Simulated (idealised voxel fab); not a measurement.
Process module in this document: voxel fin reveal
250 nm wide, 5 nm square cells: that's cross-section cut.
Throughout this document, each cross-section is represented as a grid of square cells and is presented as a sequence of bands enumerated from the top downward, where a band comprises one or more rows of cells. Heights first: top, then bottom, in nm. Then materials, left to right, each with a width in nm. "everywhere" on a single material: fills the band edge to edge. "empty": empty space. Height is counted from the level 0, under which the received wafer is composed throughout of one material. The lowest of the bands is not closed at the bottom but continues downward, in the notation "from 0 down". Think of "30..40" as a width that walks from the first number to the second as you go down the band, top row to bottom row, taking equal-sized steps from row to row. When a step is marked "identical to before", none of the cells in the cross-section changed during that step. For the entry "Sealed cavities", the listed items are empty spaces with no open way to the top whose size is 8 cells or more; each item follows the pattern width x height at distance, where distance is from the left edge and all three are in nm. It should be noted that, on the line of a given step, the content following the step's settings is a remark produced by the simulator itself with respect to that step. overlay nm: for a step with a mask, the amount by which the mask lay right of where it was planned; a negative amount means left of it.

# Planned step list for the process
- 1: RECEIVE: material Si
- 2: CONFORMAL_DEP: material SiN, thk nm 5
- 3: PATTERN: tone cover, mask id FINS, material resist, width nm 15, pitch nm 45, thk nm 20, overlay nm 0
- 4: DIRECTIONAL_ETCH: etch materials SiN, depth nm 5
- 5: DIRECTIONAL_ETCH: etch materials Si, depth nm 35
- 6: STRIP: etch materials resist
- 7: FILL_DEP: material SiO2, thk nm 5
- 8: CMP: height nm 5
- 9: SELECTIVE_ETCH: etch materials SiO2, depth nm 15
- 10: STRIP: etch materials SiN
- 11: CONFORMAL_DEP: material HfO2, thk nm 5

# Shown in cross-section is the wafer as received, that is, as it stands after step 1
- from 0 down: Si everywhere
- Sealed cavities: none

# As-planned run: cross-section of the first of two wafers at end of module
- from 5 to 0: empty 45; HfO2 25; empty 20; HfO2 25; empty 20; HfO2 25; empty 20; HfO2 25; empty 45
- from 0 to -5: empty 45; HfO2 5; Si 15; HfO2 5; empty 20; HfO2 5; Si 15; HfO2 5; empty 20; HfO2 5; Si 15; HfO2 5; empty 20; HfO2 5; Si 15; HfO2 5; empty 45
- from -5 to -10: HfO2 50; Si 15; HfO2 30; Si 15; HfO2 30; Si 15; HfO2 30; Si 15; HfO2 50
- from -10 to -35: SiO2 50; Si 15; SiO2 30; Si 15; SiO2 30; Si 15; SiO2 30; Si 15; SiO2 50
- from -35 down: Si everywhere
- Sealed cavities: none

# Here's the second of our two wafers sectioned at module end. Same start as the first, same plan, but one mistake got made running it
- from 5 to 0: empty 45; HfO2 25; empty 20; HfO2 25; empty 20; HfO2 25; empty 20; HfO2 25; empty 45
- from 0 to -5: empty 45; HfO2 5; Si 15; HfO2 5; empty 20; HfO2 5; Si 15; HfO2 5; empty 20; HfO2 5; Si 15; HfO2 5; empty 20; HfO2 5; Si 15; HfO2 5; empty 45
- from -5 to -10: HfO2 50; Si 15; HfO2 30; Si 15; HfO2 30; Si 15; HfO2 30; Si 15; HfO2 50
- from -10 to -45: SiO2 50; Si 15; SiO2 30; Si 15; SiO2 30; Si 15; SiO2 30; Si 15; SiO2 50
- from -45 down: Si everywhere
- Sealed cavities: none
Here's what went sideways: for step 5, the planned setting was not used; the step was instead run as DIRECTIONAL_ETCH: etch materials Si, depth nm 45
Cell-count delta at end, second wafer over first, by material: -76 Si, +76 SiO2
